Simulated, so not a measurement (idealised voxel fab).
The process module that follows is named voxel gate over fins.
It is cross-section cut that appears here, measuring 290 nm in width, its square cells being 5 nm in size.
When this document writes out a cross-section, it uses a grid of square cells and lists it as bands, beginning at the top and moving down, with a band standing for one or more rows of cells. It is stipulated that each band's entry specify, in nanometres, the height of the top of the band and then that of its bottom, followed by the materials of the band in left-to-right sequence, each together with its width in nanometres. A single material marked by the word "all across" is understood to fill the band from edge to edge; the word "empty" is understood to denote empty space. The level at which height equals 0 is the one under which the wafer, as it arrives, is entirely one material. No lower edge exists for the bottom band, which continues downward and is notated as in "top 0, no bottom". Top row gets the first number, bottom row gets the second, and each row in between changes by the same step: that is how a band width like "30..40" works. "remained the same" for a step: no cell of the cross-section changed in that step. The list in "Fully sealed voids" covers empty spaces of 8 cells or more that cannot reach the top through any open way, and it gives each as width x height at distance; the distance is from the left edge, and width, height and distance are in nm. Text after the settings on a step's line: the simulator's own remark on that step. "overlay nm" answers the question of how far to the right of plan the mask lay on a step that has a mask, and when it is negative the answer is to the left.

The process steps that were planned are listed below:
step 1: RECEIVE,material Si
step 2: CONFORMAL_DEP,material SiN,thk nm 5
step 3: DIRECTIONAL_DEP,material aC,thk nm 10
step 4: PATTERN,tone cover,mask id FINS,material resist,width nm 15,pitch nm 55,thk nm 30,overlay nm 0
step 5: DIRECTIONAL_ETCH,etch materials aC,depth nm 10
step 6: STRIP,etch materials resist
step 7: DIRECTIONAL_ETCH,etch materials SiN,depth nm 5
step 8: DIRECTIONAL_ETCH,etch materials Si,depth nm 35
step 9: STRIP,etch materials aC
step 10: FILL_DEP,material SiO2,thk nm 15
step 11: CMP,height nm 5
step 12: DIRECTIONAL_DEP,material aC,thk nm 15
step 13: PATTERN,tone open,mask id RAIL,material resist,width nm 15,thk nm 35,overlay nm 0
step 14: DIRECTIONAL_ETCH,etch materials aC,depth nm 15
step 15: STRIP,etch materials resist
step 16: DIRECTIONAL_ETCH,etch materials SiO2,depth nm 35
step 17: STRIP,etch materials aC
step 18: CONFORMAL_DEP,material TiN,thk nm 5
step 19: FILL_DEP,material Ru,thk nm 5
step 20: CMP,height nm 5
step 21: SELECTIVE_ETCH,etch materials W Ru TiN,depth nm 20
step 22: FILL_DEP,material SiO2,thk nm 5
step 23: CMP,height nm 5
step 24: SELECTIVE_ETCH,etch materials SiO2,depth nm 15
step 25: STRIP,etch materials SiN
step 26: CONFORMAL_DEP,material HfO2,thk nm 5
step 27: CONFORMAL_DEP,material TiN,thk nm 5
step 28: CONFORMAL_DEP,material TiAl,thk nm 5
step 29: CONFORMAL_DEP,material TiN,thk nm 5
step 30: FILL_DEP,material W,thk nm 15
step 31: CMP,height nm 20
step 32: CONFORMAL_DEP,material SiCN,thk nm 10
The wafers in this document start out alike and differ in the height nm applied at step 31; the plan shows the value used for the first wafer.

As-received cross-section, first of several wafers, post step 1:
top 0, no bottom = Si all across
Fully sealed voids: none

Depicted here is the first of several wafers in cross-section, at module completion following the last step, step 32:
top 30, bottom 20 = SiCN all across
top 20, bottom 15 = W 90; TiN 110; W 90
top 15, bottom 10 = W 90; TiN 5; TiAl 45; TiN 10; TiAl 45; TiN 5; W 90
top 10, bottom 5 = TiN 95; TiAl 5; TiN 35; TiAl 5; TiN 10; TiAl 5; TiN 35; TiAl 5; TiN 95
top 5, bottom 0 = TiAl 100; TiN 5; HfO2 25; TiN 5; TiAl 20; TiN 5; HfO2 25; TiN 5; TiAl 100
top 0, bottom -5 = TiN 105; HfO2 5; Si 15; HfO2 5; TiN 30; HfO2 5; Si 15; HfO2 5; TiN 105
top -5, bottom -10 = HfO2 110; Si 15; HfO2 40; Si 15; HfO2 110
top -10, bottom -15 = SiO2 110; Si 15; SiO2 40; Si 15; SiO2 110
top -15, bottom -25 = SiO2 110; Si 15; SiO2 10; TiN 5; Ru 5; TiN 5; SiO2 15; Si 15; SiO2 110
top -25, bottom -30 = SiO2 110; Si 15; SiO2 10; TiN 15; SiO2 15; Si 15; SiO2 110
top -30, bottom -35 = SiO2 110; Si 15; SiO2 40; Si 15; SiO2 110
top -35, no bottom = Si all across
Fully sealed voids: none

Here we cross-sectioned the last of the wafers once the module was done:
top 45, bottom 35 = SiCN all across
top 35, bottom 20 = W all across
top 20, bottom 15 = W 90; TiN 110; W 90
top 15, bottom 10 = W 90; TiN 5; TiAl 45; TiN 10; TiAl 45; TiN 5; W 90
top 10, bottom 5 = TiN 95; TiAl 5; TiN 35; TiAl 5; TiN 10; TiAl 5; TiN 35; TiAl 5; TiN 95
top 5, bottom 0 = TiAl 100; TiN 5; HfO2 25; TiN 5; TiAl 20; TiN 5; HfO2 25; TiN 5; TiAl 100
top 0, bottom -5 = TiN 105; HfO2 5; Si 15; HfO2 5; TiN 30; HfO2 5; Si 15; HfO2 5; TiN 105
top -5, bottom -10 = HfO2 110; Si 15; HfO2 40; Si 15; HfO2 110
top -10, bottom -15 = SiO2 110; Si 15; SiO2 40; Si 15; SiO2 110
top -15, bottom -25 = SiO2 110; Si 15; SiO2 10; TiN 5; Ru 5; TiN 5; SiO2 15; Si 15; SiO2 110
top -25, bottom -30 = SiO2 110; Si 15; SiO2 10; TiN 15; SiO2 15; Si 15; SiO2 110
top -30, bottom -35 = SiO2 110; Si 15; SiO2 40; Si 15; SiO2 110
top -35, no bottom = Si all across
Fully sealed voids: none

The table below has one row for each wafer; a row shows, as of the end of the module, how many cells of each material the wafer has gained, marked (+), or lost, marked (-), since it was received, and then the wafer's closed voids:
height nm 20 | +66 HfO2 | +2 Ru | -364 Si | +116 SiCN | +251 SiO2 | +66 TiAl | +139 TiN | +72 W | Fully sealed voids: none
height nm 25 | +66 HfO2 | +2 Ru | -364 Si | +116 SiCN | +251 SiO2 | +66 TiAl | +139 TiN | +130 W | Fully sealed voids: none
height nm 30 | +66 HfO2 | +2 Ru | -364 Si | +116 SiCN | +251 SiO2 | +66 TiAl | +139 TiN | +188 W | Fully sealed voids: none
height nm 35 | +66 HfO2 | +2 Ru | -364 Si | +116 SiCN | +251 SiO2 | +66 TiAl | +139 TiN | +246 W | Fully sealed voids: none
